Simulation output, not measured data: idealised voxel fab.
Name of the process module below: voxel ribs on slabs
Section cut is 250 nm wide and gridded with 5 nm square cells.
Cross-section = grid of square cells, listed top down in bands; band = one or more rows.
Per band: top height and bottom height in nm, followed by the left-to-right materials and their widths in nm; "full width" marks a single material spanning edge to edge, "blank" marks empty space.
Note: height 0 marks the level under which the wafer is uniformly one material as received. Lowest band unbounded below, written "0 and below".
Note: "30..40" means the width goes from the first number (top row of the band) to the second number (bottom row) in equal steps per row of cells.
Where the words "same as before" appear for a step, the cross-section shows no cell changed by that step; every cell remained as before.
Empty spaces counting at least 8 cells and having no open way to the top are listed in "Cavities, sealed". The notation width x height at distance is used for each, the distance being from the left edge and all three values in nm.
If you see something after the settings on a step's line, that's the simulator's own remark about that step.
The optional step-line setting "overlay nm" applies to steps with a mask and quantifies how far to the right of its planned location the mask lay, a negative value indicating leftward placement.

## The planned process steps are enumerated hereunder
1. RECEIVE: material Si
2. DIRECTIONAL_DEP: material SiO2, thk nm 20
3. DIRECTIONAL_DEP: material polySi, thk nm 20
4. MASKED_ETCH: tone cover, mask id RIB, width nm 20, etch materials polySi, depth nm 5, overlay nm 0
5. DIRECTIONAL_DEP: material aC, thk nm 10
6. PATTERN: tone cover, mask id SLAB, material resist, width nm 80, thk nm 30, overlay nm 0
7. DIRECTIONAL_ETCH: etch materials aC, depth nm 10
8. STRIP: etch materials resist
9. DIRECTIONAL_ETCH: etch materials polySi, depth nm 15
10. STRIP: etch materials aC
11. FILL_DEP: material SiO2, thk nm 30
12. CMP: height nm 60
13. DIRECTIONAL_DEP: material W, thk nm 5
14. MASKED_ETCH: tone cover, mask id HEATER, width nm 30, etch materials W, depth nm 5, overlay nm 0
15. CONFORMAL_DEP: material SiN, thk nm 10

## First of two wafers, with the run carried out as planned

## Wafer at receipt (post step 1), cross-section
0 and below: Si full width
Cavities, sealed: none

## The following cross-section depicts the wafer upon completion of step 2
20 down to 0: SiO2 full width
At heights below 0, the structure remains unaltered.

## The following cross-section depicts the wafer upon completion of step 3
40 down to 20: polySi full width
At heights below 20, the structure remains unaltered.

## The following cross-section depicts the wafer upon completion of step 4
40 down to 35: blank 115 nm; polySi 20 nm; blank 115 nm
At heights below 35, the structure remains unaltered.

## The following cross-section depicts the wafer upon completion of step 5
50 down to 45: blank 115 nm; aC 20 nm; blank 115 nm
45 down to 40: aC full width
40 down to 35: aC 115 nm; polySi 20 nm; aC 115 nm
At heights below 35, the structure remains unaltered.

## The following cross-section depicts the wafer upon completion of step 6
80 down to 50: blank 85 nm; resist 80 nm; blank 85 nm
50 down to 45: blank 85 nm; resist 30 nm; aC 20 nm; resist 30 nm; blank 85 nm
At heights below 45, the structure remains unaltered.

## The following cross-section depicts the wafer upon completion of step 7
70 down to 50: blank 85 nm; resist 80 nm; blank 85 nm
50 down to 45: blank 85 nm; resist 30 nm; aC 20 nm; resist 30 nm; blank 85 nm
45 down to 40: blank 85 nm; aC 80 nm; blank 85 nm
40 down to 35: blank 85 nm; aC 30 nm; polySi 20 nm; aC 30 nm; blank 85 nm
At heights below 35, the structure remains unaltered.

## The following cross-section depicts the wafer upon completion of step 8
50 down to 40: blank 115..85 nm; aC 20..80 nm; blank 115..85 nm
At heights below 40, the structure remains unaltered.

## The following cross-section depicts the wafer upon completion of step 9
50 down to 40: blank 115..85 nm; aC 20..80 nm; blank 115..85 nm
40 down to 35: blank 85 nm; aC 30 nm; polySi 20 nm; aC 30 nm; blank 85 nm
35 down to 20: blank 85 nm; polySi 80 nm; blank 85 nm
At heights below 20, the structure remains unaltered.

## The following cross-section depicts the wafer upon completion of step 10
40 down to 35: blank 115 nm; polySi 20 nm; blank 115 nm
At heights below 35, the structure remains unaltered.

## The following cross-section depicts the wafer upon completion of step 11
70 down to 40: SiO2 full width
40 down to 35: SiO2 115 nm; polySi 20 nm; SiO2 115 nm
35 down to 20: SiO2 85 nm; polySi 80 nm; SiO2 85 nm
At heights below 20, the structure remains unaltered.

## The following cross-section depicts the wafer upon completion of step 12
60 down to 40: SiO2 full width
At heights below 40, the structure remains unaltered.

## The following cross-section depicts the wafer upon completion of step 13
65 down to 60: W full width
At heights below 60, the structure remains unaltered.

## The following cross-section depicts the wafer upon completion of step 14
65 down to 60: blank 110 nm; W 30 nm; blank 110 nm
At heights below 60, the structure remains unaltered.

## The following cross-section depicts the wafer upon completion of step 15
75 down to 70: blank 100 nm; SiN 50 nm; blank 100 nm
70 down to 65: SiN full width
65 down to 60: SiN 110 nm; W 30 nm; SiN 110 nm
At heights below 60, the structure remains unaltered.

## The remaining wafer, second of the two, started like the first and was run to the same plan, except that one mistake was made along the way; the two coincide through step 5, inclusive

## Cross-section of the second wafer at the time step 6 of the plan should have ended
80 down to 50: resist 85 nm; blank 80 nm; resist 85 nm
50 down to 45: resist 85 nm; blank 30 nm; aC 20 nm; blank 30 nm; resist 85 nm
At heights below 45, the structure remains unaltered.

## Cross-section of the second wafer at the time step 7 of the plan should have ended
70 down to 45: resist 85 nm; blank 80 nm; resist 85 nm
45 down to 40: aC 85 nm; blank 80 nm; aC 85 nm
40 down to 35: aC 85 nm; blank 30 nm; polySi 20 nm; blank 30 nm; aC 85 nm
At heights below 35, the structure remains unaltered.

## Cross-section of the second wafer at the time step 8 of the plan should have ended
45 down to 40: aC 85 nm; blank 80 nm; aC 85 nm
At heights below 40, the structure remains unaltered.

## Cross-section of the second wafer at the time step 9 of the plan should have ended
45 down to 35: aC 85 nm; blank 80 nm; aC 85 nm
35 down to 25: polySi 85 nm; blank 80 nm; polySi 85 nm
25 down to 20: polySi 85 nm; blank 30 nm; polySi 20 nm; blank 30 nm; polySi 85 nm
At heights below 20, the structure remains unaltered.

## Cross-section of the second wafer at the time step 10 of the plan should have ended
35 down to 25: polySi 85 nm; blank 80 nm; polySi 85 nm
At heights below 25, the structure remains unaltered.

## Cross-section of the second wafer at the time step 11 of the plan should have ended
65 down to 35: SiO2 full width
35 down to 25: polySi 85 nm; SiO2 80 nm; polySi 85 nm
25 down to 20: polySi 85 nm; SiO2 30 nm; polySi 20 nm; SiO2 30 nm; polySi 85 nm
At heights below 20, the structure remains unaltered.

## Cross-section of the second wafer at the time step 12 of the plan should have ended
60 down to 35: SiO2 full width
At heights below 35, the structure remains unaltered.

## Cross-section of the second wafer at the time step 13 of the plan should have ended
65 down to 60: W full width
At heights below 60, the structure remains unaltered.

## Cross-section of the second wafer at the time step 14 of the plan should have ended
65 down to 60: blank 110 nm; W 30 nm; blank 110 nm
At heights below 60, the structure remains unaltered.

## Cross-section of the second wafer at the time step 15 of the plan should have ended
75 down to 70: blank 100 nm; SiN 50 nm; blank 100 nm
70 down to 65: SiN full width
65 down to 60: SiN 110 nm; W 30 nm; SiN 110 nm
At heights below 60, the structure remains unaltered.
Short version of what went wrong: step 6 changed vs plan, executed as PATTERN: tone open, mask id SLAB, material resist, width nm 80, thk nm 30, overlay nm 0
The second wafer ends with more or fewer cells of some materials than the first, per final count: -54 SiO2; +54 polySi
